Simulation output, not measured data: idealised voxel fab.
The process module that follows is named voxel gate over fins.
Shown is cross-section cut, with a width of 140 nm and square cells of size 5 nm.
Cross-section spec: square-cell grid; bands listed top down; each band is one or more rows. Heads up on the band format: heights come first, top then bottom, in nm. After that it's the materials left to right, each with its width in nm. A single material flagged "everywhere" fills the whole band edge to edge, and "blank" means there's empty space there. Convention: height 0 is the level below which the wafer, as received, is all one material. The lowest band does not terminate at the bottom but continues downward, represented as "top 0, no bottom". Width "30 to 40": first value at the band's top row of cells, second value at its bottom row, equal change from row to row. Take "stayed the same" at face value: in the step it is given for, the cross-section changed in none of its cells. Entry "Closed internal cavities" = empty spaces >= 8 cells with no open way to the top; each as width x height at distance, distance from left edge, all nm. Heads up: the bit after the settings on a step's line is the simulator's remark on that step. overlay nm: where the mask lay relative to plan, measured to the right, on steps with a mask; negatives go left. Pairs, read this way: before one process step on the one hand, after it on the other, the after cross-section ending at the lowest band that changed; the step between, settings included, beneath. Same starting wafer throughout, but possibly different runs of this module, so no pair continues from the pair above unless its entry headed "Geometry before processing" says so.
# Geometry before processing
> top 10, bottom 5 | 30 of blank | 40 of TiN | 5 of blank | 40 of TiN | 25 of blank
> top 5, bottom 0 | 30 of blank | 5 of TiN | 30 of HfO2 | 5 of TiN | 5 of blank | 5 of TiN | 30 of HfO2 | 5 of TiN | 25 of blank
> top 0, bottom -5 | 30 of blank | 5 of TiN | 5 of HfO2 | 20 of Si | 5 of HfO2 | 5 of TiN | 5 of blank | 5 of TiN | 5 of HfO2 | 20 of Si | 5 of HfO2 | 5 of TiN | 25 of blank
> top -5, bottom -10 | 35 of TiN | 5 of HfO2 | 20 of Si | 5 of HfO2 | 15 of TiN | 5 of HfO2 | 20 of Si | 5 of HfO2 | 30 of TiN
> top -10, bottom -15 | 40 of HfO2 | 20 of Si | 25 of HfO2 | 20 of Si | 35 of HfO2
> top -15, bottom -40 | 40 of SiO2 | 20 of Si | 25 of SiO2 | 20 of Si | 35 of SiO2
> top -40, no bottom | Si everywhere
> Closed internal cavities: none
# After the Step
> top 20, bottom 10 | W everywhere
> top 10, bottom 5 | 30 of W | 40 of TiN | 5 of W | 40 of TiN | 25 of W
> top 5, bottom 0 | 30 of W | 5 of TiN | 30 of HfO2 | 5 of TiN | 5 of W | 5 of TiN | 30 of HfO2 | 5 of TiN | 25 of W
> top 0, bottom -5 | 30 of W | 5 of TiN | 5 of HfO2 | 20 of Si | 5 of HfO2 | 5 of TiN | 5 of W | 5 of TiN | 5 of HfO2 | 20 of Si | 5 of HfO2 | 5 of TiN | 25 of W
> Beneath the level -5, the cross-section is identical to its previous state.
> Closed internal cavities: none
Step taken after the before cross-section and before the after cross-section above: FILL_DEP,material W,thk nm 10
Geometry before processing: cross-section not repeated; it is the one shown after the step in the pair just above.
# After the Step
> top 15, bottom 10 | W everywhere
> Beneath the level 10, the cross-section is identical to its previous state.
> Closed internal cavities: none
Step taken after the before cross-section and before the after cross-section above: CMP,height nm 15
Geometry before processing: cross-section not repeated; it is the one shown after the step in the pair just above.
# After the Step
> top 20, bottom 15 | SiCN everywhere
> Beneath the level 15, the cross-section is identical to its previous state.
> Closed internal cavities: none
Step taken after the before cross-section and before the after cross-section above: CONFORMAL_DEP,material SiCN,thk nm 5
# Geometry before processing
> top 20, bottom 5 | aC everywhere
> top 5, bottom 0 | SiN everywhere
> top 0, no bottom | Si everywhere
> Closed internal cavities: none
# After the Step
> top 50, bottom 20 | 45 of blank | 15 of resist | 30 of blank | 15 of resist | 35 of blank
> Beneath the level 20, the cross-section is identical to its previous state.
> Closed internal cavities: none
Step taken after the before cross-section and before the after cross-section above: PATTERN,tone cover,mask id FINS,material resist,width nm 15,pitch nm 45,thk nm 30,overlay nm 5
Geometry before processing: cross-section not repeated; it is the one shown after the step in the pair just above.
# After the Step
> top 35, bottom 20 | 45 of blank | 15 of resist | 30 of blank | 15 of resist | 35 of blank
> top 20, bottom 5 | 45 of blank | 15 of aC | 30 of blank | 15 of aC | 35 of blank
> Beneath the level 5, the cross-section is identical to its previous state.
> Closed internal cavities: none
Step taken after the before cross-section and before the after cross-section above: DIRECTIONAL_ETCH,etch materials aC,depth nm 15
Geometry before processing: cross-section not repeated; it is the one shown after the step in the pair just above.
# After the Step
> top 20, bottom 5 | 45 of blank | 15 of aC | 30 of blank | 15 of aC | 35 of blank
> Beneath the level 5, the cross-section is identical to its previous state.
> Closed internal cavities: none
Step taken after the before cross-section and before the after cross-section above: STRIP,etch materials resist
Geometry before processing: cross-section not repeated; it is the one shown after the step in the pair just above.
# After the Step
> top 20, bottom 5 | 45 of blank | 15 of aC | 30 of blank | 15 of aC | 35 of blank
> top 5, bottom 0 | 45 of blank | 15 of SiN | 30 of blank | 15 of SiN | 35 of blank
> Beneath the level 0, the cross-section is identical to its previous state.
> Closed internal cavities: none
Step taken after the before cross-section and before the after cross-section above: DIRECTIONAL_ETCH,etch materials SiN,depth nm 5
Geometry before processing: cross-section not repeated; it is the one shown after the step in the pair just above.
# After the Step
> top 20, bottom 5 | 45 of blank | 15 of aC | 30 of blank | 15 of aC | 35 of blank
> top 5, bottom 0 | 45 of blank | 15 of SiN | 30 of blank | 15 of SiN | 35 of blank
> top 0, bottom -40 | 45 of blank | 15 of Si | 30 of blank | 15 of Si | 35 of blank
> Beneath the level -40, the cross-section is identical to its previous state.
> Closed internal cavities: none
Step taken after the before cross-section and before the after cross-section above: DIRECTIONAL_ETCH,etch materials Si,depth nm 40
Geometry before processing: cross-section not repeated; it is the one shown after the step in the pair just above.
# After the Step
> top 5, bottom 0 | 45 of blank | 15 of SiN | 30 of blank | 15 of SiN | 35 of blank
> Beneath the level 0, the cross-section is identical to its previous state.
> Closed internal cavities: none
Step taken after the before cross-section and before the after cross-section above: STRIP,etch materials aC
Geometry before processing: cross-section not repeated; it is the one shown after the step in the pair just above.
# After the Step
> top 20, bottom 5 | SiO2 everywhere
> top 5, bottom 0 | 45 of SiO2 | 15 of SiN | 30 of SiO2 | 15 of SiN | 35 of SiO2
> top 0, bottom -40 | 45 of SiO2 | 15 of Si | 30 of SiO2 | 15 of Si | 35 of SiO2
> Beneath the level -40, the cross-section is identical to its previous state.
> Closed internal cavities: none
Step taken after the before cross-section and before the after cross-section above: FILL_DEP,material SiO2,thk nm 15
Geometry before processing: cross-section not repeated; it is the one shown after the step in the pair just above.
# After the Step
> top 5, bottom 0 | 45 of SiO2 | 15 of SiN | 30 of SiO2 | 15 of SiN | 35 of SiO2
> Beneath the level 0, the cross-section is identical to its previous state.
> Closed internal cavities: none
Step taken after the before cross-section and before the after cross-section above: CMP,height nm 5
Geometry before processing: cross-section not repeated; it is the one shown after the step in the pair just above.
# After the Step
> top 5, bottom 0 | 45 of blank | 15 of SiN | 30 of blank | 15 of SiN | 35 of blank
> top 0, bottom -15 | 45 of blank | 15 of Si | 30 of blank | 15 of Si | 35 of blank
> Beneath the level -15, the cross-section is identical to its previous state.
> Closed internal cavities: none
Step taken after the before cross-section and before the after cross-section above: SELECTIVE_ETCH,etch materials SiO2,depth nm 20
Geometry before processing: cross-section not repeated; it is the one shown after the step in the pair just above.
# After the Step
> top 0, bottom -15 | 45 of blank | 15 of Si | 30 of blank | 15 of Si | 35 of blank
> Beneath the level -15, the cross-section is identical to its previous state.
> Closed internal cavities: none
Step taken after the before cross-section and before the after cross-section above: STRIP,etch materials SiN
Geometry before processing: cross-section not repeated; it is the one shown after the step in the pair just above.
# After the Step
> top 5, bottom 0 | 40 of blank | 25 of HfO2 | 20 of blank | 25 of HfO2 | 30 of blank
> top 0, bottom -10 | 40 of blank | 5 of HfO2 | 15 of Si | 5 of HfO2 | 20 of blank | 5 of HfO2 | 15 of Si | 5 of HfO2 | 30 of blank
> top -10, bottom -15 | 45 of HfO2 | 15 of Si | 30 of HfO2 | 15 of Si | 35 of HfO2
> Beneath the level -15, the cross-section is identical to its previous state.
> Closed internal cavities: none
Step taken after the before cross-section and before the after cross-section above: CONFORMAL_DEP,material HfO2,thk nm 5
Geometry before processing: cross-section not repeated; it is the one shown after the step in the pair just above.
# After the Step
> top 10, bottom 5 | 35 of blank | 35 of TiN | 10 of blank | 35 of TiN | 25 of blank
> top 5, bottom 0 | 35 of blank | 5 of TiN | 25 of HfO2 | 5 of TiN | 10 of blank | 5 of TiN | 25 of HfO2 | 5 of TiN | 25 of blank
> top 0, bottom -5 | 35 of blank | 5 of TiN | 5 of HfO2 | 15 of Si | 5 of HfO2 | 5 of TiN | 10 of blank | 5 of TiN | 5 of HfO2 | 15 of Si | 5 of HfO2 | 5 of TiN | 25 of blank
> top -5, bottom -10 | 40 of TiN | 5 of HfO2 | 15 of Si | 5 of HfO2 | 20 of TiN | 5 of HfO2 | 15 of Si | 5 of HfO2 | 30 of TiN
> Beneath the level -10, the cross-section is identical to its previous state.
> Closed internal cavities: none
Step taken after the before cross-section and before the after cross-section above: CONFORMAL_DEP,material TiN,thk nm 5
Geometry before processing: cross-section not repeated; it is the one shown after the step in the pair just above.
# After the Step
> top 20, bottom 10 | W everywhere
> top 10, bottom 5 | 35 of W | 35 of TiN | 10 of W | 35 of TiN | 25 of W
> top 5, bottom 0 | 35 of W | 5 of TiN | 25 of HfO2 | 5 of TiN | 10 of W | 5 of TiN | 25 of HfO2 | 5 of TiN | 25 of W
> top 0, bottom -5 | 35 of W | 5 of TiN | 5 of HfO2 | 15 of Si | 5 of HfO2 | 5 of TiN | 10 of W | 5 of TiN | 5 of HfO2 | 15 of Si | 5 of HfO2 | 5 of TiN | 25 of W
> Beneath the level -5, the cross-section is identical to its previous state.
> Closed internal cavities: none
Step taken after the before cross-section and before the after cross-section above: FILL_DEP,material W,thk nm 10
Geometry before processing: cross-section not repeated; it is the one shown after the step in the pair just above.
# After the Step
> top 15, bottom 10 | W everywhere
> Beneath the level 10, the cross-section is identical to its previous state.
> Closed internal cavities: none
Step taken after the before cross-section and before the after cross-section above: CMP,height nm 15
Geometry before processing: cross-section not repeated; it is the one shown after the step in the pair just above.
# After the Step
> top 20, bottom 15 | SiCN everywhere
> Beneath the level 15, the cross-section is identical to its previous state.
> Closed internal cavities: none
Step taken after the before cross-section and before the after cross-section above: CONFORMAL_DEP,material SiCN,thk nm 5
# Geometry before processing
> top 5, bottom 0 | 40 of blank | 15 of SiN | 30 of blank | 15 of SiN | 40 of blank
> top 0, bottom -40 | 40 of blank | 15 of Si | 30 of blank | 15 of Si | 40 of blank
> top -40, no bottom | Si everywhere
> Closed internal cavities: none
# After the Step
> top 20, bottom 5 | aC everywhere
> top 5, bottom 0 | 40 of aC | 15 of SiN | 30 of aC | 15 of SiN | 40 of aC
> top 0, bottom -40 | 40 of aC | 15 of Si | 30 of aC | 15 of Si | 40 of aC
> Beneath the level -40, the cross-section is identical to its previous state.
> Closed internal cavities: none
Step taken after the before cross-section and before the after cross-section above: FILL_DEP,material aC,thk nm 15
Geometry before processing: cross-section not repeated; it is the one shown after the step in the pair just above.
# After the Step
> top 5, bottom 0 | 40 of aC | 15 of SiN | 30 of aC | 15 of SiN | 40 of aC
> Beneath the level 0, the cross-section is identical to its previous state.
> Closed internal cavities: none
Step taken after the before cross-section and before the after cross-section above: CMP,height nm 5
Geometry before processing: cross-section not repeated; it is the one shown after the step in the pair just above.
# After the Step
> top 5, bottom 0 | 40 of aC | 15 of blank | 30 of aC | 15 of blank | 40 of aC
> Beneath the level 0, the cross-section is identical to its previous state.
> Closed internal cavities: none
Step taken after the before cross-section and before the after cross-section above: STRIP,etch materials SiN
Geometry before processing: cross-section not repeated; it is the one shown after the step in the pair just above.
# After the Step
> top 10, bottom 5 | 45 of HfO2 | 5 of blank | 40 of HfO2 | 5 of blank | 45 of HfO2
> top 5, bottom 0 | 40 of aC | 15 of HfO2 | 30 of aC | 15 of HfO2 | 40 of aC
> Beneath the level 0, the cross-section is identical to its previous state.
> Closed internal cavities: none
Step taken after the before cross-section and before the after cross-section above: CONFORMAL_DEP,material HfO2,thk nm 5
Geometry before processing: cross-section not repeated; it is the one shown after the step in the pair just above.
# After the Step
> top 15, bottom 10 | TiN everywhere
> top 10, bottom 5 | 45 of HfO2 | 5 of TiN | 40 of HfO2 | 5 of TiN | 45 of HfO2
> Beneath the level 5, the cross-section is identical to its previous state.
> Closed internal cavities: none
Step taken after the before cross-section and before the after cross-section above: CONFORMAL_DEP,material TiN,thk nm 5
Geometry before processing: cross-section not repeated; it is the one shown after the step in the pair just above.
# After the Step
> top 25, bottom 15 | W everywhere
> Beneath the level 15, the cross-section is identical to its previous state.
> Closed internal cavities: none
Step taken after the before cross-section and before the after cross-section above: FILL_DEP,material W,thk nm 10
Geometry before processing: cross-section not repeated; it is the one shown after the step in the pair just above.
# After the Step
> top 15, bottom 10 | TiN everywhere
> Beneath the level 10, the cross-section is identical to its previous state.
> Closed internal cavities: none
Step taken after the before cross-section and before the after cross-section above: CMP,height nm 15
Geometry before processing: cross-section not repeated; it is the one shown after the step in the pair just above.
# After the Step
> top 20, bottom 15 | SiCN everywhere
> Beneath the level 15, the cross-section is identical to its previous state.
> Closed internal cavities: none
Step taken after the before cross-section and before the after cross-section above: CONFORMAL_DEP,material SiCN,thk nm 5
# Geometry before processing
> top 20, bottom 5 | aC everywhere
> top 5, bottom 0 | SiN everywhere
> top 0, no bottom | Si everywhere
> Closed internal cavities: none
# After the Step
> top 50, bottom 20 | 40 of resist | 15 of blank | 30 of resist | 15 of blank | 40 of resist
> Beneath the level 20, the cross-section is identical to its previous state.
> Closed internal cavities: none
Step taken after the before cross-section and before the after cross-section above: PATTERN,tone open,mask id FINS,material resist,width nm 15,pitch nm 45,thk nm 30,overlay nm 0
Geometry before processing: cross-section not repeated; it is the one shown after the step in the pair just above.
# After the Step
> top 35, bottom 20 | 40 of resist | 15 of blank | 30 of resist | 15 of blank | 40 of resist
> top 20, bottom 5 | 40 of aC | 15 of blank | 30 of aC | 15 of blank | 40 of aC
> Beneath the level 5, the cross-section is identical to its previous state.
> Closed internal cavities: none
Step taken after the before cross-section and before the after cross-section above: DIRECTIONAL_ETCH,etch materials aC,depth nm 15
Geometry before processing: cross-section not repeated; it is the one shown after the step in the pair just above.
# After the Step
> top 20, bottom 5 | 40 of aC | 15 of blank | 30 of aC | 15 of blank | 40 of aC
> Beneath the level 5, the cross-section is identical to its previous state.
> Closed internal cavities: none
Step taken after the before cross-section and before the after cross-section above: STRIP,etch materials resist
Geometry before processing: cross-section not repeated; it is the one shown after the step in the pair just above.
# After the Step
> top 20, bottom 5 | 40 of aC | 15 of blank | 30 of aC | 15 of blank | 40 of aC
> top 5, bottom 0 | 40 of SiN | 15 of blank | 30 of SiN | 15 of blank | 40 of SiN
> Beneath the level 0, the cross-section is identical to its previous state.
> Closed internal cavities: none
Step taken after the before cross-section and before the after cross-section above: DIRECTIONAL_ETCH,etch materials SiN,depth nm 5
Geometry before processing: cross-section not repeated; it is the one shown after the step in the pair just above.
# After the Step
> top 20, bottom 5 | 40 of aC | 15 of blank | 30 of aC | 15 of blank | 40 of aC
> top 5, bottom 0 | 40 of SiN | 15 of blank | 30 of SiN | 15 of blank | 40 of SiN
> top 0, bottom -40 | 40 of Si | 15 of blank | 30 of Si | 15 of blank | 40 of Si
> Beneath the level -40, the cross-section is identical to its previous state.
> Closed internal cavities: none
Step taken after the before cross-section and before the after cross-section above: DIRECTIONAL_ETCH,etch materials Si,depth nm 40
Geometry before processing: cross-section not repeated; it is the one shown after the step in the pair just above.
# After the Step
> top 5, bottom 0 | 40 of SiN | 15 of blank | 30 of SiN | 15 of blank | 40 of SiN
> Beneath the level 0, the cross-section is identical to its previous state.
> Closed internal cavities: none
Step taken after the before cross-section and before the after cross-section above: STRIP,etch materials aC
Geometry before processing: cross-section not repeated; it is the one shown after the step in the pair just above.
# After the Step
> top 20, bottom 5 | SiO2 everywhere
> top 5, bottom 0 | 40 of SiN | 15 of SiO2 | 30 of SiN | 15 of SiO2 | 40 of SiN
> top 0, bottom -40 | 40 of Si | 15 of SiO2 | 30 of Si | 15 of SiO2 | 40 of Si
> Beneath the level -40, the cross-section is identical to its previous state.
> Closed internal cavities: none
Step taken after the before cross-section and before the after cross-section above: FILL_DEP,material SiO2,thk nm 15
Geometry before processing: cross-section not repeated; it is the one shown after the step in the pair just above.
# After the Step
> top 5, bottom 0 | 40 of SiN | 15 of SiO2 | 30 of SiN | 15 of SiO2 | 40 of SiN
> Beneath the level 0, the cross-section is identical to its previous state.
> Closed internal cavities: none
Step taken after the before cross-section and before the after cross-section above: CMP,height nm 5
Geometry before processing: cross-section not repeated; it is the one shown after the step in the pair just above.
# After the Step
> top 5, bottom 0 | 40 of SiN | 15 of blank | 30 of SiN | 15 of blank | 40 of SiN
> top 0, bottom -15 | 40 of Si | 15 of blank | 30 of Si | 15 of blank | 40 of Si
> Beneath the level -15, the cross-section is identical to its previous state.
> Closed internal cavities: none
Step taken after the before cross-section and before the after cross-section above: SELECTIVE_ETCH,etch materials SiO2,depth nm 20
Geometry before processing: cross-section not repeated; it is the one shown after the step in the pair just above.
# After the Step
> top 0, bottom -15 | 40 of Si | 15 of blank | 30 of Si | 15 of blank | 40 of Si
> Beneath the level -15, the cross-section is identical to its previous state.
> Closed internal cavities: none
Step taken after the before cross-section and before the after cross-section above: STRIP,etch materials SiN
Geometry before processing: cross-section not repeated; it is the one shown after the step in the pair just above.
# After the Step
> top 5, bottom 0 | 45 of HfO2 | 5 of blank | 40 of HfO2 | 5 of blank | 45 of HfO2
> top 0, bottom -10 | 40 of Si | 5 of HfO2 | 5 of blank | 5 of HfO2 | 30 of Si | 5 of HfO2 | 5 of blank | 5 of HfO2 | 40 of Si
> top -10, bottom -15 | 40 of Si | 15 of HfO2 | 30 of Si | 15 of HfO2 | 40 of Si
> Beneath the level -15, the cross-section is identical to its previous state.
> Closed internal cavities: none
Step taken after the before cross-section and before the after cross-section above: CONFORMAL_DEP,material HfO2,thk nm 5
Geometry before processing: cross-section not repeated; it is the one shown after the step in the pair just above.
# After the Step
> top 10, bottom 5 | TiN everywhere
> top 5, bottom 0 | 45 of HfO2 | 5 of TiN | 40 of HfO2 | 5 of TiN | 45 of HfO2
> top 0, bottom -10 | 40 of Si | 5 of HfO2 | 5 of TiN | 5 of HfO2 | 30 of Si | 5 of HfO2 | 5 of TiN | 5 of HfO2 | 40 of Si
> Beneath the level -10, the cross-section is identical to its previous state.
> Closed internal cavities: none
Step taken after the before cross-section and before the after cross-section above: CONFORMAL_DEP,material TiN,thk nm 5
Geometry before processing: cross-section not repeated; it is the one shown after the step in the pair just above.
# After the Step
> top 20, bottom 10 | W everywhere
> Beneath the level 10, the cross-section is identical to its previous state.
> Closed internal cavities: none
Step taken after the before cross-section and before the after cross-section above: FILL_DEP,material W,thk nm 10
Geometry before processing: cross-section not repeated; it is the one shown after the step in the pair just above.
# After the Step
> top 15, bottom 10 | W everywhere
> Beneath the level 10, the cross-section is identical to its previous state.
> Closed internal cavities: none
Step taken after the before cross-section and before the after cross-section above: CMP,height nm 15
Geometry before processing: cross-section not repeated; it is the one shown after the step in the pair just above.
# After the Step
> top 20, bottom 15 | SiCN everywhere
> Beneath the level 15, the cross-section is identical to its previous state.
> Closed internal cavities: none
Step taken after the before cross-section and before the after cross-section above: CONFORMAL_DEP,material SiCN,thk nm 5
